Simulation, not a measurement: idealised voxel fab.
The following is a process module called voxel capacitor over wiring.
Each square cell in cross-section cut measures 5 nm, and the section as a whole is 290 nm wide.
The cross-sections in this document take the form of a grid made of square cells. They are written out as bands, in order from top to bottom. Each band consists of one or more rows of cells. Top, bottom (nm), then materials left to right with widths (nm); lone material tagged "edge to edge" fills the whole band edge to edge; "empty" = empty space. A quick word on heights: they are counted from 0, and under that level the wafer as it came to us is one material throughout. The lowest band is different from the rest in having no bottom; it simply continues downward, written as in "0 down". When a width is written as two numbers, as in "30 to 40", the first number is the width in the top row of cells of the band and the second is the width in its bottom row, and the width changes by the same amount from each row to the next. Key: "identical to before" - step with no changed cell in the cross-section. "Closed void inventory" means: voids of 8 cells or more that are shut off from the top with no open way through. Written width x height at distance, distance from the left edge, in nm. Read whatever lies past the settings on a step's line as the simulator's own remark about the step. The setting "overlay nm" may be written on the line of a step. When the step uses a mask, the value reports how far to the right of the planned place the mask lay, and a negative value reports that it lay to the left.

**Steps planned for the process**
- 1: RECEIVE | material Si
- 2: CONFORMAL_DEP | material SiO2 | thk nm 15
- 3: DIRECTIONAL_DEP | material TiN | thk nm 5
- 4: DIRECTIONAL_DEP | material W | thk nm 25
- 5: DIRECTIONAL_DEP | material aC | thk nm 15
- 6: PATTERN | tone cover | mask id METAL_1 | material resist | width nm 30 | pitch nm 90 | thk nm 30 | overlay nm 0
- 7: DIRECTIONAL_ETCH | etch materials aC | depth nm 15
- 8: STRIP | etch materials resist
- 9: DIRECTIONAL_ETCH | etch materials W | depth nm 25
- 10: DIRECTIONAL_ETCH | etch materials TiN | depth nm 5
- 11: STRIP | etch materials aC
- 12: FILL_DEP | material SiO2 | thk nm 5
- 13: CMP | height nm 45
- 14: CONFORMAL_DEP | material SiCN | thk nm 5
- 15: DIRECTIONAL_DEP | material lowk | thk nm 20
- 16: MASKED_ETCH | tone open | mask id PLUG_1 | width nm 15 | etch materials lowk | depth nm 20 | overlay nm 0
- 17: MASKED_ETCH | tone open | mask id PLUG_1 | width nm 15 | etch materials SiCN | depth nm 5 | overlay nm 0
- 18: CONFORMAL_DEP | material TiN | thk nm 5
- 19: FILL_DEP | material W | thk nm 10
- 20: CMP | height nm 70
- 21: DIRECTIONAL_DEP | material TiN | thk nm 10
- 22: DIRECTIONAL_DEP | material Al2O3 | thk nm 5
- 23: DIRECTIONAL_DEP | material TiN | thk nm 10
- 24: DIRECTIONAL_DEP | material aC | thk nm 15
- 25: PATTERN | tone cover | mask id UPPER_PLATE | material resist | width nm 65 | thk nm 35 | overlay nm 0
- 26: DIRECTIONAL_ETCH | etch materials aC | depth nm 15
- 27: STRIP | etch materials resist
- 28: DIRECTIONAL_ETCH | etch materials TiN | depth nm 10
- 29: DIRECTIONAL_ETCH | etch materials Al2O3 | depth nm 5
- 30: STRIP | etch materials aC
- 31: PATTERN | tone cover | mask id LOWER_PLATE | material resist | width nm 75 | thk nm 15 | overlay nm 0
- 32: DIRECTIONAL_ETCH | etch materials TiN | depth nm 10
- 33: STRIP | etch materials resist
- 34: FILL_DEP | material SiO2 | thk nm 15
- 35: CMP | height nm 105
- 36: MASKED_ETCH | tone open | mask id PLUG_2 | width nm 15 | etch materials SiO2 | depth nm 10 | overlay nm 0
- 37: CONFORMAL_DEP | material TiN | thk nm 5
- 38: FILL_DEP | material Cu | thk nm 5
- 39: CMP | height nm 105
- 40: CONFORMAL_DEP | material SiCN | thk nm 5

**Wafer cross-section on receipt, i.e. after step 1**
> 0 down: Si edge to edge
> Closed void inventory: none

**End-of-module cross-section. Starting structure and process plan as above; one mistake made in running it**
> 110 to 105: SiCN edge to edge
> 105 to 100: 110 SiO2 / 5 TiN / 5 Cu / 5 TiN / 165 SiO2
> 100 to 95: 110 SiO2 / 15 TiN / 165 SiO2
> 95 to 85: 100 SiO2 / 65 TiN / 125 SiO2
> 85 to 80: 100 SiO2 / 65 Al2O3 / 125 SiO2
> 80 to 70: 95 SiO2 / 75 TiN / 120 SiO2
> 70 to 55: 95 lowk / 5 TiN / 15 W / 5 TiN / 170 lowk
> 55 to 50: 95 lowk / 10 TiN / 5 W / 10 TiN / 170 lowk
> 50 to 45: 100 SiCN / 15 TiN / 175 SiCN
> 45 to 20: 85 SiO2 / 30 W / 60 SiO2 / 30 W / 85 SiO2
> 20 to 15: 85 SiO2 / 30 TiN / 60 SiO2 / 30 TiN / 85 SiO2
> 15 to 0: SiO2 edge to edge
> 0 down: Si edge to edge
> Closed void inventory: none
Error vs. plan: step 16 ran with different settings than intended, the actual operation and settings being MASKED_ETCH | tone open | mask id PLUG_1 | width nm 25 | etch materials lowk | depth nm 20 | overlay nm 0
